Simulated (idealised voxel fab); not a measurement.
process module | voxel transistor to metal
The width of the displayed cross-section, cut, is 175 nm; its cells are square, with a size of 5 nm.
Square cells in a grid make up a cross-section in this document, and the grid is given as bands, listed from the top down, each one or more rows of cells. Within each band entry, the heights of the top and of the bottom of the band appear first, in that order and in nm; the materials of the band then follow from left to right, each with its corresponding width in nm. The designation "everywhere" on a single material indicates that it fills the band from edge to edge; the designation "blank" indicates empty space. Counting heights begins at 0, where everything beneath is, in the wafer as received, one material. The lowest band has no bottom; it goes on downwards, as "z 0 and below" shows. Per-row width for "30..40": begins at first number (top row of band), ends at second number (bottom row), increment between rows held constant. A step reported as "same as before" is a step in which no cell of the cross-section changed. Any empty space of 8 cells or more lacking an open way to the top shows up in "Sealed cavities" as width x height at distance, distance from the left edge, in nm. That trailing text on a step's line, after the settings, is the simulator's own remark on the step. A step's line can hold "overlay nm"; with a mask on that step, the setting says how far right of the planned place the mask lay, while a negative setting says it lay to the left.

### Intended process steps
| 1 | RECEIVE: material Si |
| 2 | OXIDIZE: depth nm 5 |
| 3 | CONFORMAL_DEP: material SiN, thk nm 10 |
| 4 | PATTERN: tone cover, mask id ACTIVE, material resist, width nm 105, thk nm 20, overlay nm 0 |
| 5 | DIRECTIONAL_ETCH: etch materials SiN, depth nm 10 |
| 6 | DIRECTIONAL_ETCH: etch materials SiO2, depth nm 5 |
| 7 | DIRECTIONAL_ETCH: etch materials Si, depth nm 25 |
| 8 | STRIP: etch materials resist |
| 9 | OXIDIZE: depth nm 5 |
| 10 | FILL_DEP: material SiO2, thk nm 15 |
| 11 | CMP: height nm 10 |
| 12 | SELECTIVE_ETCH: etch materials SiO2, depth nm 5 |
| 13 | STRIP: etch materials SiN |
| 14 | SELECTIVE_ETCH: etch materials SiO2, depth nm 5 |
| 15 | OXIDIZE: depth nm 5 |
| 16 | DIRECTIONAL_DEP: material polySi, thk nm 20 |
| 17 | DIRECTIONAL_DEP: material SiCN, thk nm 10 |
| 18 | MASKED_ETCH: tone cover, mask id GATE, width nm 25, etch materials SiCN, depth nm 20, overlay nm 0 |
| 19 | MASKED_ETCH: tone cover, mask id GATE, width nm 25, etch materials polySi, depth nm 30, overlay nm 0 |
| 20 | CONFORMAL_DEP: material SiO2, thk nm 5 |
| 21 | DIRECTIONAL_ETCH: etch materials SiO2, depth nm 5 |
| 22 | CONFORMAL_DEP: material SiN, thk nm 10 |
| 23 | DIRECTIONAL_ETCH: etch materials SiN, depth nm 10 |
| 24 | DIRECTIONAL_ETCH: etch materials SiO2, depth nm 5 |
| 25 | DIRECTIONAL_ETCH: etch materials Si, depth nm 15 |
| 26 | EPI: material nSi, thk nm 15 |
| 27 | FILL_DEP: material SiO2, thk nm 5 |
| 28 | CMP: height nm 15 |
| 29 | STRIP: etch materials polySi |
| 30 | SELECTIVE_ETCH: etch materials SiO2, depth nm 5 |
| 31 | CONFORMAL_DEP: material HfO2, thk nm 5 |
| 32 | CONFORMAL_DEP: material TiN, thk nm 5 |
| 33 | FILL_DEP: material W, thk nm 10 |
| 34 | CMP: height nm 10 |
| 35 | DIRECTIONAL_DEP: material SiO2, thk nm 15 |
| 36 | DIRECTIONAL_DEP: material aC, thk nm 10 |
| 37 | PATTERN: tone open, mask id CONTACT, material resist, width nm 20, pitch nm 75, thk nm 30, overlay nm 0 |
| 38 | DIRECTIONAL_ETCH: etch materials aC, depth nm 10 |
| 39 | STRIP: etch materials resist |
| 40 | DIRECTIONAL_ETCH: etch materials SiO2, depth nm 20 |
| 41 | STRIP: etch materials aC |
| 42 | CONFORMAL_DEP: material TiN, thk nm 5 |
| 43 | FILL_DEP: material W, thk nm 10 |
| 44 | CMP: height nm 25 |
| 45 | DIRECTIONAL_DEP: material TiN, thk nm 5 |
| 46 | DIRECTIONAL_DEP: material W, thk nm 15 |
| 47 | PATTERN: tone cover, mask id METAL_1, material resist, width nm 20, pitch nm 75, thk nm 20, overlay nm 0 |
| 48 | DIRECTIONAL_ETCH: etch materials W, depth nm 15 |
| 49 | DIRECTIONAL_ETCH: etch materials TiN, depth nm 5 |
| 50 | STRIP: etch materials resist |
| 51 | FILL_DEP: material SiO2, thk nm 10 |
| 52 | CMP: height nm 45 |
| 53 | CONFORMAL_DEP: material SiCN, thk nm 5 |
| 54 | DIRECTIONAL_DEP: material SiO2, thk nm 25 |
| 55 | MASKED_ETCH: tone open, mask id METAL_2, width nm 20, pitch nm 75, etch materials SiO2, depth nm 15, overlay nm 0 |
| 56 | MASKED_ETCH: tone open, mask id METAL_2_HOLES, width nm 15, pitch nm 75, etch materials SiO2, depth nm 10, overlay nm 0 |
| 57 | MASKED_ETCH: tone open, mask id METAL_2_HOLES, width nm 15, pitch nm 75, etch materials SiCN, depth nm 5, overlay nm 0 |
| 58 | CONFORMAL_DEP: material TiN, thk nm 5 |
| 59 | FILL_DEP: material Cu, thk nm 5 |
| 60 | CMP: height nm 75 |
| 61 | CONFORMAL_DEP: material SiN, thk nm 5 |

### Cross-section of the wafer as it came to us, i.e., already through step 1
* z 0 and below | Si everywhere
* Sealed cavities: none

### End-of-module XS, first of two wafers, run as planned
* z 80 to 75 | SiN everywhere
* z 75 to 65 | SiO2: 40 | TiN: 5 | Cu: 10 | TiN: 5 | SiO2: 55 | TiN: 5 | Cu: 10 | TiN: 5 | SiO2: 40
* z 65 to 60 | SiO2: 40 | TiN: 5 | Cu: 5 | TiN: 10 | SiO2: 55 | TiN: 5 | Cu: 5 | TiN: 10 | SiO2: 40
* z 60 to 50 | SiO2: 40 | TiN: 5 | Cu: 5 | TiN: 5 | SiO2: 60 | TiN: 5 | Cu: 5 | TiN: 5 | SiO2: 45
* z 50 to 45 | SiCN: 40 | TiN: 15 | SiCN: 60 | TiN: 15 | SiCN: 45
* z 45 to 30 | SiO2: 40 | W: 20 | SiO2: 55 | W: 20 | SiO2: 40
* z 30 to 25 | SiO2: 40 | TiN: 20 | SiO2: 55 | TiN: 20 | SiO2: 40
* z 25 to 10 | SiO2: 40 | TiN: 5 | W: 10 | TiN: 5 | SiO2: 55 | TiN: 5 | W: 10 | TiN: 5 | SiO2: 40
* z 10 to 5 | SiO2: 40 | TiN: 20 | SiN: 10 | HfO2: 5 | TiN: 5 | W: 15 | TiN: 5 | HfO2: 5 | SiN: 10 | TiN: 20 | SiO2: 40
* z 5 to 0 | SiO2: 40 | nSi: 20 | SiN: 10 | HfO2: 5 | TiN: 5 | W: 15 | TiN: 5 | HfO2: 5 | SiN: 10 | nSi: 20 | SiO2: 40
* z 0 to -5 | SiO2: 35 | SiN: 10 | nSi: 15 | SiN: 10 | HfO2: 5 | TiN: 25 | HfO2: 5 | SiN: 10 | nSi: 15 | SiN: 10 | SiO2: 35
* z -5 to -10 | SiO2: 45 | nSi: 15 | SiO2: 10 | HfO2: 35 | SiO2: 10 | nSi: 15 | SiO2: 45
* z -10 to -25 | SiO2: 40 | Si: 5 | nSi: 15 | Si: 55 | nSi: 15 | Si: 5 | SiO2: 40
* z -25 to -35 | SiO2: 40 | Si: 95 | SiO2: 40
* z -35 and below | Si everywhere
* Sealed cavities: none

### End of module, second wafer, cross-section. Started like the first, planned like the first, run with one mistake
* z 80 to 75 | SiN everywhere
* z 75 to 65 | SiO2: 40 | TiN: 5 | Cu: 10 | TiN: 5 | SiO2: 55 | TiN: 5 | Cu: 10 | TiN: 5 | SiO2: 40
* z 65 to 60 | SiO2: 40 | TiN: 5 | Cu: 5 | TiN: 10 | SiO2: 55 | TiN: 5 | Cu: 5 | TiN: 10 | SiO2: 40
* z 60 to 50 | SiO2: 40 | TiN: 5 | Cu: 5 | TiN: 5 | SiO2: 60 | TiN: 5 | Cu: 5 | TiN: 5 | SiO2: 45
* z 50 to 45 | SiCN: 40 | TiN: 15 | SiCN: 60 | TiN: 15 | SiCN: 45
* z 45 to 30 | SiO2: 40 | W: 20 | SiO2: 55 | W: 20 | SiO2: 40
* z 30 to 25 | SiO2: 40 | TiN: 20 | SiO2: 55 | TiN: 20 | SiO2: 40
* z 25 to 10 | HfO2 everywhere
* z 10 to 5 | SiO2: 60 | SiN: 10 | HfO2: 5 | TiN: 5 | W: 15 | TiN: 5 | HfO2: 5 | SiN: 10 | SiO2: 60
* z 5 to 0 | SiO2: 40 | nSi: 20 | SiN: 10 | HfO2: 5 | TiN: 5 | W: 15 | TiN: 5 | HfO2: 5 | SiN: 10 | nSi: 20 | SiO2: 40
* z 0 to -5 | SiO2: 35 | SiN: 10 | nSi: 15 | SiN: 10 | HfO2: 5 | TiN: 25 | HfO2: 5 | SiN: 10 | nSi: 15 | SiN: 10 | SiO2: 35
* z -5 to -10 | SiO2: 45 | nSi: 15 | SiO2: 10 | HfO2: 35 | SiO2: 10 | nSi: 15 | SiO2: 45
* z -10 to -25 | SiO2: 40 | Si: 5 | nSi: 15 | Si: 55 | nSi: 15 | Si: 5 | SiO2: 40
* z -25 to -35 | SiO2: 40 | Si: 95 | SiO2: 40
* z -35 and below | Si everywhere
* Sealed cavities: none
What was done differently from what was planned? step 35 went in with a setting other than planned; the actual run was DIRECTIONAL_DEP: material HfO2, thk nm 15
It is noted that, at the conclusion of processing, the second wafer exhibits a higher or lower cell count for certain materials relative to the first: HfO2: 105 more, SiO2: 73 fewer, TiN: 20 fewer, W: 12 fewer
